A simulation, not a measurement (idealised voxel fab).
process module | voxel gate over fins
cross-section cut | 285 nm wide | cells 5 nm
A cross-section is a grid of square cells, given in bands from the top down. A band is one or more rows of cells.
Each band's line starts with the height of the band's top and of its bottom, in nm. Then come its materials from left to right, each with its width in nm. One material with "throughout" fills the band from edge to edge. "air" is empty space.
Height 0 is the level under which the wafer as received is all one material. The lowest band goes on downwards, as in "0 down".
A width such as "30 to 40" changes by the same amount from each row of cells to the next, from the band's top row to its bottom row.
"no change" after a step means that no cell of the cross-section changed.
closed voids: empty space of 8 cells or more with no open way to the top, each as width x height at its distance from the left edge, in nm
after a step's settings: what the simulator itself notes on the step
overlay nm, on a step with a mask: how far to the right of its planned place the mask lay; to the left if negative
plan
1 op RECEIVE | material Si
2 op CONFORMAL_DEP | material SiN | thk nm 5
3 op DIRECTIONAL_DEP | material aC | thk nm 15
4 op PATTERN | tone cover | mask id FINS | material resist | width nm 15 | pitch nm 50 | thk nm 30 | overlay nm 0
5 op DIRECTIONAL_ETCH | etch materials aC | depth nm 15
6 op STRIP | etch materials resist
7 op DIRECTIONAL_ETCH | etch materials SiN | depth nm 5
8 op DIRECTIONAL_ETCH | etch materials Si | depth nm 40
9 op STRIP | etch materials aC
10 op FILL_DEP | material SiO2 | thk nm 10
11 op CMP | height nm 5
12 op DIRECTIONAL_DEP | material aC | thk nm 15
13 op PATTERN | tone open | mask id RAIL | material resist | width nm 15 | thk nm 35 | overlay nm 0
14 op DIRECTIONAL_ETCH | etch materials aC | depth nm 15
15 op STRIP | etch materials resist
16 op DIRECTIONAL_ETCH | etch materials SiO2 | depth nm 40
17 op STRIP | etch materials aC
18 op CONFORMAL_DEP | material TiN | thk nm 5
19 op FILL_DEP | material W | thk nm 5
20 op CMP | height nm 5
21 op SELECTIVE_ETCH | etch materials W Ru TiN | depth nm 20
22 op FILL_DEP | material SiO2 | thk nm 5
23 op CMP | height nm 5
24 op SELECTIVE_ETCH | etch materials SiO2 | depth nm 15
25 op STRIP | etch materials SiN
26 op CONFORMAL_DEP | material HfO2 | thk nm 5
27 op CONFORMAL_DEP | material TiN | thk nm 5
28 op CONFORMAL_DEP | material TiAl | thk nm 5
29 op CONFORMAL_DEP | material TiN | thk nm 5
30 op FILL_DEP | material W | thk nm 10
31 op CMP | height nm 25
32 op CONFORMAL_DEP | material SiN | thk nm 10
as received, after step 1
  0 down: Si throughout
  closed voids: none
first wafer at the end, as planned
  35 to 25: SiN throughout
  25 to 20: W throughout
  20 to 15: W 65 | TiN 155 | W 65
  15 to 10: W 65 | TiN 5 | TiAl 45 | TiN 5 | TiAl 45 | TiN 5 | TiAl 45 | TiN 5 | W 65
  10 to 5: TiN 70 | TiAl 5 | TiN 35 | TiAl 5 | TiN 5 | TiAl 5 | TiN 35 | TiAl 5 | TiN 5 | TiAl 5 | TiN 35 | TiAl 5 | TiN 70
  5 to 0: TiAl 75 | TiN 5 | HfO2 25 | TiN 5 | TiAl 15 | TiN 5 | HfO2 25 | TiN 5 | TiAl 15 | TiN 5 | HfO2 25 | TiN 5 | TiAl 75
  0 to -5: TiN 80 | HfO2 5 | Si 15 | HfO2 5 | TiN 25 | HfO2 5 | Si 15 | HfO2 5 | TiN 25 | HfO2 5 | Si 15 | HfO2 5 | TiN 80
  -5 to -10: HfO2 85 | Si 15 | HfO2 35 | Si 15 | HfO2 35 | Si 15 | HfO2 85
  -10 to -15: SiO2 85 | Si 15 | SiO2 35 | Si 15 | SiO2 35 | Si 15 | SiO2 85
  -15 to -30: SiO2 85 | Si 15 | SiO2 10 | TiN 5 | W 5 | TiN 5 | SiO2 10 | Si 15 | SiO2 35 | Si 15 | SiO2 85
  -30 to -35: SiO2 85 | Si 15 | SiO2 10 | TiN 15 | SiO2 10 | Si 15 | SiO2 35 | Si 15 | SiO2 85
  -35 to -40: SiO2 85 | Si 15 | SiO2 35 | Si 15 | SiO2 35 | Si 15 | SiO2 85
  -40 down: Si throughout
  closed voids: none
second wafer at the end: like start, like plan, one mistake
  35 to 25: SiN throughout
  25 to 20: W throughout
  20 to 15: W 65 | TiN 155 | W 65
  15 to 10: W 65 | TiN 5 | TiAl 45 | TiN 5 | TiAl 45 | TiN 5 | TiAl 45 | TiN 5 | W 65
  10 to 5: TiN 70 | TiAl 5 | TiN 35 | TiAl 5 | TiN 5 | TiAl 5 | TiN 35 | TiAl 5 | TiN 5 | TiAl 5 | TiN 35 | TiAl 5 | TiN 70
  5 to 0: TiAl 75 | TiN 5 | HfO2 25 | TiN 5 | TiAl 15 | TiN 5 | HfO2 25 | TiN 5 | TiAl 15 | TiN 5 | HfO2 25 | TiN 5 | TiAl 75
  0 to -5: TiN 80 | HfO2 5 | Si 15 | HfO2 5 | TiN 25 | HfO2 5 | Si 15 | HfO2 5 | TiN 25 | HfO2 5 | Si 15 | HfO2 5 | TiN 80
  -5 to -10: HfO2 85 | Si 15 | HfO2 35 | Si 15 | HfO2 35 | Si 15 | HfO2 85
  -10 to -15: SiO2 85 | Si 15 | SiO2 35 | Si 15 | SiO2 35 | Si 15 | SiO2 85
  -15 to -30: SiO2 85 | Si 15 | SiO2 10 | TiN 5 | W 5 | TiN 5 | SiO2 10 | Si 15 | SiO2 35 | Si 15 | SiO2 85
  -30 to -35: SiO2 85 | Si 15 | SiO2 10 | TiN 15 | SiO2 10 | Si 15 | SiO2 35 | Si 15 | SiO2 85
  -35 to -45: SiO2 85 | Si 15 | SiO2 35 | Si 15 | SiO2 35 | Si 15 | SiO2 85
  -45 down: Si throughout
  closed voids: none
what went wrong: step 8 ran as: op DIRECTIONAL_ETCH | etch materials Si | depth nm 45
at the end the second wafer has, in cells: 48 fewer of Si | 48 more of SiO2
